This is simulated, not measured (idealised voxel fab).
This section sets out a process module, namely voxel plated lines.
Square cells of 5 nm make up the cross-section cut, whose width is 275 nm.
For the purposes of this document, a cross-section shall be understood as a grid of square cells, specified as bands listed in top-to-bottom order, each band consisting of one or more rows of cells. Band: top and bottom heights (nm) first, top before bottom; then materials from left to right, widths in nm. "everywhere" marks a sole material filling the band edge to edge. "air" denotes empty space. Basically, 0 is our baseline, since under it the wafer straight out of the box is all one material. The bottom band has no lower end and keeps on going down, so it looks like "0 -> down". With a width like "30->40", each row of cells in the band differs from the next by the same amount, the top row carrying the first number and the bottom row the second. Where a step carries "identical to before", the cross-section came out of it unchanged, cell for cell. "Closed void entries" specifies each empty space that is not open to the top and that occupies no fewer than 8 cells, using the form width x height at distance, the distance measured from the left edge and all three quantities in nm. On each step's line, the part that comes after the settings is the simulator's own comment on the step. If you see "overlay nm" on a step's line and that step has a mask, it's telling you how far right of where it was planned the mask ended up; a negative number means it went left instead.

PROCESS STEPS FORESEEN IN THE PLAN
1. RECEIVE, material Si
2. CONFORMAL_DEP, material Al2O3, thk nm 5
3. DIRECTIONAL_DEP, material TiN, thk nm 5
4. PATTERN, tone open, mask id LINES, material resist, width nm 30, pitch nm 45, thk nm 25, overlay nm 0
5. EPI, material Ru, thk nm 10
6. EPI, material Ru, thk nm 10
7. STRIP, etch materials resist
8. DIRECTIONAL_ETCH, etch materials TiN, depth nm 5
9. CONFORMAL_DEP, material SiO2, thk nm 5

FIRST OF TWO WAFERS - AS PLANNED

AS RECEIVED, AFTER STEP 1
> 0 -> down = Si everywhere
> Closed void entries: none

STEP 2 DONE - WAFER CROSS-SECTION
> 5 -> 0 = Al2O3 everywhere
> below 0: unchanged

STEP 3 DONE - WAFER CROSS-SECTION
> 10 -> 5 = TiN everywhere
> below 5: unchanged

STEP 4 DONE - WAFER CROSS-SECTION
> 35 -> 10 = resist=100, then air=30, then resist=15, then air=30, then resist=100
> below 10: unchanged

STEP 5 DONE - WAFER CROSS-SECTION
> 35 -> 20 = resist=100, then air=30, then resist=15, then air=30, then resist=100
> 20 -> 10 = resist=100, then Ru=30, then resist=15, then Ru=30, then resist=100
> below 10: unchanged

STEP 6 DONE - WAFER CROSS-SECTION
> 35 -> 30 = resist=100, then air=30, then resist=15, then air=30, then resist=100
> 30 -> 10 = resist=100, then Ru=30, then resist=15, then Ru=30, then resist=100
> below 10: unchanged

STEP 7 DONE - WAFER CROSS-SECTION
> 30 -> 10 = air=100, then Ru=30, then air=15, then Ru=30, then air=100
> below 10: unchanged

STEP 8 DONE - WAFER CROSS-SECTION
> 30 -> 10 = air=100, then Ru=30, then air=15, then Ru=30, then air=100
> 10 -> 5 = air=100, then TiN=30, then air=15, then TiN=30, then air=100
> below 5: unchanged

STEP 9 DONE - WAFER CROSS-SECTION
> 35 -> 30 = air=95, then SiO2=40, then air=5, then SiO2=40, then air=95
> 30 -> 10 = air=95, then SiO2=5, then Ru=30, then SiO2=5, then air=5, then SiO2=5, then Ru=30, then SiO2=5, then air=95
> 10 -> 5 = SiO2=100, then TiN=30, then SiO2=15, then TiN=30, then SiO2=100
> below 5: unchanged

SECOND WAFER - SHARED START AND PLAN WITH THE FIRST - ONE ERROR IN RUNNING - SAME AS THE FIRST UP TO STEP 3 INCLUSIVE

CROSS-SECTION OF THE SECOND WAFER AT THE TIME STEP 4 OF THE PLAN SHOULD HAVE ENDED
> 35 -> 10 = resist=105, then air=25, then resist=20, then air=25, then resist=100
> below 10: unchanged

CROSS-SECTION OF THE SECOND WAFER AT THE TIME STEP 5 OF THE PLAN SHOULD HAVE ENDED
> 35 -> 20 = resist=105, then air=25, then resist=20, then air=25, then resist=100
> 20 -> 10 = resist=105, then Ru=25, then resist=20, then Ru=25, then resist=100
> below 10: unchanged

CROSS-SECTION OF THE SECOND WAFER AT THE TIME STEP 6 OF THE PLAN SHOULD HAVE ENDED
> 35 -> 30 = resist=105, then air=25, then resist=20, then air=25, then resist=100
> 30 -> 10 = resist=105, then Ru=25, then resist=20, then Ru=25, then resist=100
> below 10: unchanged

CROSS-SECTION OF THE SECOND WAFER AT THE TIME STEP 7 OF THE PLAN SHOULD HAVE ENDED
> 30 -> 10 = air=105, then Ru=25, then air=20, then Ru=25, then air=100
> below 10: unchanged

CROSS-SECTION OF THE SECOND WAFER AT THE TIME STEP 8 OF THE PLAN SHOULD HAVE ENDED
> 30 -> 10 = air=105, then Ru=25, then air=20, then Ru=25, then air=100
> 10 -> 5 = air=105, then TiN=25, then air=20, then TiN=25, then air=100
> below 5: unchanged

CROSS-SECTION OF THE SECOND WAFER AT THE TIME STEP 9 OF THE PLAN SHOULD HAVE ENDED
> 35 -> 30 = air=100, then SiO2=35, then air=10, then SiO2=35, then air=95
> 30 -> 10 = air=100, then SiO2=5, then Ru=25, then SiO2=5, then air=10, then SiO2=5, then Ru=25, then SiO2=5, then air=95
> 10 -> 5 = SiO2=105, then TiN=25, then SiO2=20, then TiN=25, then SiO2=100
> below 5: unchanged
What went wrong in running the wafer? in deviation from the planned setting, step 4 was conducted as PATTERN, tone open, mask id LINES, material resist, width nm 25, pitch nm 45, thk nm 25, overlay nm 0
Wafer comparison, final, in cells, second relative to first, materials more or fewer: -8 Ru, -2 TiN
